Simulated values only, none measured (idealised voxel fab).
Process module under the name voxel gate over fins
Each square cell in cross-section cut measures 5 nm, and the section as a whole is 250 nm wide.
Each cross-section below is a grid of square cells, stated as bands in top-down order, with one or more rows of cells making up each band. A band entry consists of two parts. The first gives the height of the band's top and the height of its bottom, in nm. The rest lists the band's materials from left to right, each with its width in nm. A single material labelled with the word "full width" fills the band from edge to edge, and the word "air" marks empty space. Height 0 is the level under which the wafer as received is all one material. The lowest band goes on downwards, as in "0..down". It should be noted that a width expressed as "30..40" varies in equal increments from row to row of cells within the band, taking the value of the first number at the top row and that of the second number at the bottom row. Key: "everything unchanged" - step with no changed cell in the cross-section. The entry titled "Fully enclosed voids" provides the empty spaces that have no open way to the top, restricted to those of 8 cells or more. Each is presented as width x height at distance, the distance being measured from the left edge, with all three in nm. The remark found on a step's line after its settings is issued by the simulator itself and pertains to that step. The line of a step may include "overlay nm". On a step with a mask, this value is how far to the right of its planned place the mask lay. A negative value means the mask lay to the left.

**Set out below are the planned steps of the process**
| 1 | RECEIVE: material Si |
| 2 | CONFORMAL_DEP: material SiN, thk nm 10 |
| 3 | DIRECTIONAL_DEP: material aC, thk nm 15 |
| 4 | PATTERN: tone cover, mask id FINS, material resist, width nm 15, pitch nm 35, thk nm 30, overlay nm 0 |
| 5 | DIRECTIONAL_ETCH: etch materials aC, depth nm 15 |
| 6 | STRIP: etch materials resist |
| 7 | DIRECTIONAL_ETCH: etch materials SiN, depth nm 10 |
| 8 | DIRECTIONAL_ETCH: etch materials Si, depth nm 40 |
| 9 | STRIP: etch materials aC |
| 10 | FILL_DEP: material SiO2, thk nm 15 |
| 11 | CMP: height nm 10 |
| 12 | SELECTIVE_ETCH: etch materials SiO2, depth nm 25 |
| 13 | STRIP: etch materials SiN |
| 14 | CONFORMAL_DEP: material HfO2, thk nm 5 |
| 15 | CONFORMAL_DEP: material TiN, thk nm 5 |
| 16 | CONFORMAL_DEP: material TiAl, thk nm 5 |
| 17 | CONFORMAL_DEP: material TiN, thk nm 5 |
| 18 | FILL_DEP: material W, thk nm 15 |
| 19 | CMP: height nm 30 |
| 20 | CONFORMAL_DEP: material SiN, thk nm 5 |

**The cross-section here shows the wafer as received, i.e. in its state after step 1**
	0..down  Si full width
	Fully enclosed voids: none

**Sectioned view, first of two wafers, at the close of the module, processed as intended in the plan**
	35..30  SiN full width
	30..20  W full width
	20..15  80 W; 90 TiN; 80 W
	15..10  80 W; 5 TiN; 80 TiAl; 5 TiN; 80 W
	10..5  80 W; 5 TiN; 5 TiAl; 70 TiN; 5 TiAl; 5 TiN; 80 W
	5..0  85 TiN; 5 TiAl; 5 TiN; 25 HfO2; 10 TiN; 25 HfO2; 5 TiN; 5 TiAl; 85 TiN
	0..-5  90 TiAl; 5 TiN; 5 HfO2; 15 Si; 5 HfO2; 10 TiN; 5 HfO2; 15 Si; 5 HfO2; 5 TiN; 90 TiAl
	-5..-10  95 TiN; 5 HfO2; 15 Si; 5 HfO2; 10 TiN; 5 HfO2; 15 Si; 5 HfO2; 95 TiN
	-10..-15  100 HfO2; 15 Si; 20 HfO2; 15 Si; 100 HfO2
	-15..-40  100 SiO2; 15 Si; 20 SiO2; 15 Si; 100 SiO2
	-40..down  Si full width
	Fully enclosed voids: none

**Module end: cross-section of wafer two of two. Same start and process plan as the first wafer. One mistake during execution**
	35..30  SiN full width
	30..20  W full width
	20..15  80 W; 90 TiN; 80 W
	15..10  80 W; 5 TiN; 80 TiAl; 5 TiN; 80 W
	10..5  80 W; 5 TiN; 5 TiAl; 70 TiN; 5 TiAl; 5 TiN; 80 W
	5..0  85 TiN; 5 TiAl; 5 TiN; 25 HfO2; 10 TiN; 25 HfO2; 5 TiN; 5 TiAl; 85 TiN
	0..-5  90 TiAl; 5 TiN; 5 HfO2; 15 Si; 5 HfO2; 10 TiN; 5 HfO2; 15 Si; 5 HfO2; 5 TiN; 90 TiAl
	-5..-10  85 TiN; 5 TiAl; 5 TiN; 5 HfO2; 15 Si; 5 HfO2; 10 TiN; 5 HfO2; 15 Si; 5 HfO2; 5 TiN; 5 TiAl; 85 TiN
	-10..-15  80 HfO2; 5 TiN; 5 TiAl; 5 TiN; 5 HfO2; 15 Si; 5 HfO2; 10 TiN; 5 HfO2; 15 Si; 5 HfO2; 5 TiN; 5 TiAl; 5 TiN; 80 HfO2
	-15..-20  75 SiO2; 5 HfO2; 15 TiN; 5 HfO2; 15 Si; 5 HfO2; 10 TiN; 5 HfO2; 15 Si; 5 HfO2; 15 TiN; 5 HfO2; 75 SiO2
	-20..-25  75 SiO2; 25 HfO2; 15 Si; 20 HfO2; 15 Si; 25 HfO2; 75 SiO2
	-25..-40  100 SiO2; 15 Si; 20 SiO2; 15 Si; 100 SiO2
	-40..down  Si full width
	Fully enclosed voids: none
Error vs. plan: steps 12 and 13 traded places in the executed sequence
Count the cells at the end and the second wafer has more or fewer of some materials than the first: HfO2: 12 more | SiO2: 28 fewer | TiAl: 4 more | TiN: 12 more
